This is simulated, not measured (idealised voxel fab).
Process module, titled voxel air gaps
For reference, the cross-section in this document is cut, with width 200 nm and square cells of 5 nm.
In this document a cross-section is written as a grid of square cells. It is given as a series of bands, listed from the top down, and a band is one or more rows of cells. Top, bottom (nm), then materials left to right with widths (nm); lone material tagged "everywhere" fills the whole band edge to edge; "empty" = empty space. Heads up on the height convention: 0 is the point under which the incoming wafer is all one material, and the lowest band has no bottom, it just keeps going down, like "0 -> down". The notation "30 to 40" denotes a width that varies across the rows of cells in the band, beginning at the first number in the top row, finishing at the second number in the bottom row, and changing by an identical amount from each row to the next. What does "remained unchanged" mean for a step? It means no cell of the cross-section changed in that step. For the entry "Entrapped voids", the listed items are empty spaces with no open way to the top whose size is 8 cells or more; each item follows the pattern width x height at distance, where distance is from the left edge and all three are in nm. Note: text after step settings on the step line = simulator remark on that step. The line of a step may include "overlay nm". On a step with a mask, this value is how far to the right of its planned place the mask lay. A negative value means the mask lay to the left.

### Planned step list for the process
| 1 | RECEIVE [material Si] |
| 2 | CONFORMAL_DEP [material SiO2] [thk nm 15] |
| 3 | CONFORMAL_DEP [material SiCN] [thk nm 5] |
| 4 | DIRECTIONAL_DEP [material lowk] [thk nm 30] |
| 5 | PATTERN [tone open] [mask id LINES] [material resist] [width nm 20] [pitch nm 45] [thk nm 20] [overlay nm 0] |
| 6 | DIRECTIONAL_ETCH [etch materials lowk] [depth nm 30] |
| 7 | STRIP [etch materials resist] |
| 8 | CONFORMAL_DEP [material TiN] [thk nm 5] |
| 9 | FILL_DEP [material Ru] [thk nm 5] |
| 10 | CMP [height nm 50] |
| 11 | EPI [material Ru] [thk nm 10] |
| 12 | SELECTIVE_ETCH [etch materials lowk] [depth nm 40] |
| 13 | CONFORMAL_DEP [material SiCN] [thk nm 5] |

### The first of the two wafers, which ran as planned

### as received, after step 1
- 0 -> down: Si everywhere
- Entrapped voids: none

### Cross-section through the wafer, step 2 finished
- 15 -> 0: SiO2 everywhere
- At heights below 0, the structure remains unaltered.

### Cross-section through the wafer, step 3 finished
- 20 -> 15: SiCN everywhere
- At heights below 15, the structure remains unaltered.

### Cross-section through the wafer, step 4 finished
- 50 -> 20: lowk everywhere
- At heights below 20, the structure remains unaltered.

### Cross-section through the wafer, step 5 finished
- 70 -> 50: resist=45 | empty=20 | resist=25 | empty=20 | resist=25 | empty=20 | resist=45
- At heights below 50, the structure remains unaltered.

### Cross-section through the wafer, step 6 finished
- 70 -> 50: resist=45 | empty=20 | resist=25 | empty=20 | resist=25 | empty=20 | resist=45
- 50 -> 20: lowk=45 | empty=20 | lowk=25 | empty=20 | lowk=25 | empty=20 | lowk=45
- At heights below 20, the structure remains unaltered.

### Cross-section through the wafer, step 7 finished
- 50 -> 20: lowk=45 | empty=20 | lowk=25 | empty=20 | lowk=25 | empty=20 | lowk=45
- At heights below 20, the structure remains unaltered.

### Cross-section through the wafer, step 8 finished
- 55 -> 50: TiN=50 | empty=10 | TiN=35 | empty=10 | TiN=35 | empty=10 | TiN=50
- 50 -> 25: lowk=45 | TiN=5 | empty=10 | TiN=5 | lowk=25 | TiN=5 | empty=10 | TiN=5 | lowk=25 | TiN=5 | empty=10 | TiN=5 | lowk=45
- 25 -> 20: lowk=45 | TiN=20 | lowk=25 | TiN=20 | lowk=25 | TiN=20 | lowk=45
- At heights below 20, the structure remains unaltered.

### Cross-section through the wafer, step 9 finished
- 60 -> 55: Ru everywhere
- 55 -> 50: TiN=50 | Ru=10 | TiN=35 | Ru=10 | TiN=35 | Ru=10 | TiN=50
- 50 -> 25: lowk=45 | TiN=5 | Ru=10 | TiN=5 | lowk=25 | TiN=5 | Ru=10 | TiN=5 | lowk=25 | TiN=5 | Ru=10 | TiN=5 | lowk=45
- At heights below 25, the structure remains unaltered.

### Cross-section through the wafer, step 10 finished
- 50 -> 25: lowk=45 | TiN=5 | Ru=10 | TiN=5 | lowk=25 | TiN=5 | Ru=10 | TiN=5 | lowk=25 | TiN=5 | Ru=10 | TiN=5 | lowk=45
- At heights below 25, the structure remains unaltered.

### Cross-section through the wafer, step 11 finished
- 60 -> 50: empty=35 | Ru=40 | empty=5 | Ru=40 | empty=5 | Ru=40 | empty=35
- At heights below 50, the structure remains unaltered.

### Cross-section through the wafer, step 12 finished
- 60 -> 50: empty=35 | Ru=40 | empty=5 | Ru=40 | empty=5 | Ru=40 | empty=35
- 50 -> 25: empty=45 | TiN=5 | Ru=10 | TiN=5 | empty=25 | TiN=5 | Ru=10 | TiN=5 | empty=25 | TiN=5 | Ru=10 | TiN=5 | empty=45
- 25 -> 20: empty=45 | TiN=20 | empty=25 | TiN=20 | empty=25 | TiN=20 | empty=45
- At heights below 20, the structure remains unaltered.

### Cross-section through the wafer, step 13 finished
- 65 -> 60: empty=30 | SiCN=140 | empty=30
- 60 -> 50: empty=30 | SiCN=5 | Ru=40 | SiCN=5 | Ru=40 | SiCN=5 | Ru=40 | SiCN=5 | empty=30
- 50 -> 45: empty=30 | SiCN=15 | TiN=5 | Ru=10 | TiN=5 | SiCN=25 | TiN=5 | Ru=10 | TiN=5 | SiCN=25 | TiN=5 | Ru=10 | TiN=5 | SiCN=15 | empty=30
- 45 -> 25: empty=40 | SiCN=5 | TiN=5 | Ru=10 | TiN=5 | SiCN=5 | empty=15 | SiCN=5 | TiN=5 | Ru=10 | TiN=5 | SiCN=5 | empty=15 | SiCN=5 | TiN=5 | Ru=10 | TiN=5 | SiCN=5 | empty=40
- 25 -> 20: SiCN=45 | TiN=20 | SiCN=25 | TiN=20 | SiCN=25 | TiN=20 | SiCN=45
- At heights below 20, the structure remains unaltered.
- Entrapped voids: 15 x 20 at 70; 15 x 20 at 115

### Second of two: same start, same plan, one run error; steps up to and including 10 match the first

### Cross-sectional view of the second wafer at the intended end time of process step 11
- 70 -> 50: empty=25 | Ru=150 | empty=25
- At heights below 50, the structure remains unaltered.

### Cross-sectional view of the second wafer at the intended end time of process step 12
- 70 -> 50: empty=25 | Ru=150 | empty=25
- 50 -> 25: empty=45 | TiN=5 | Ru=10 | TiN=5 | lowk=25 | TiN=5 | Ru=10 | TiN=5 | lowk=25 | TiN=5 | Ru=10 | TiN=5 | empty=45
- 25 -> 20: empty=45 | TiN=20 | lowk=25 | TiN=20 | lowk=25 | TiN=20 | empty=45
- At heights below 20, the structure remains unaltered.

### Cross-sectional view of the second wafer at the intended end time of process step 13
- 75 -> 70: empty=20 | SiCN=160 | empty=20
- 70 -> 50: empty=20 | SiCN=5 | Ru=150 | SiCN=5 | empty=20
- 50 -> 45: empty=20 | SiCN=25 | TiN=5 | Ru=10 | TiN=5 | lowk=25 | TiN=5 | Ru=10 | TiN=5 | lowk=25 | TiN=5 | Ru=10 | TiN=5 | SiCN=25 | empty=20
- 45 -> 25: empty=40 | SiCN=5 | TiN=5 | Ru=10 | TiN=5 | lowk=25 | TiN=5 | Ru=10 | TiN=5 | lowk=25 | TiN=5 | Ru=10 | TiN=5 | SiCN=5 | empty=40
- 25 -> 20: SiCN=45 | TiN=20 | lowk=25 | TiN=20 | lowk=25 | TiN=20 | SiCN=45
- At heights below 20, the structure remains unaltered.
Run error: regarding the plan, step 11 was run twice
Cell-count delta at end, second wafer over first, by material: 72 more of Ru | 28 fewer of SiCN | 60 more of lowk
On completion, 0 closed voids are found in the second wafer, whereas the first wafer has 2.
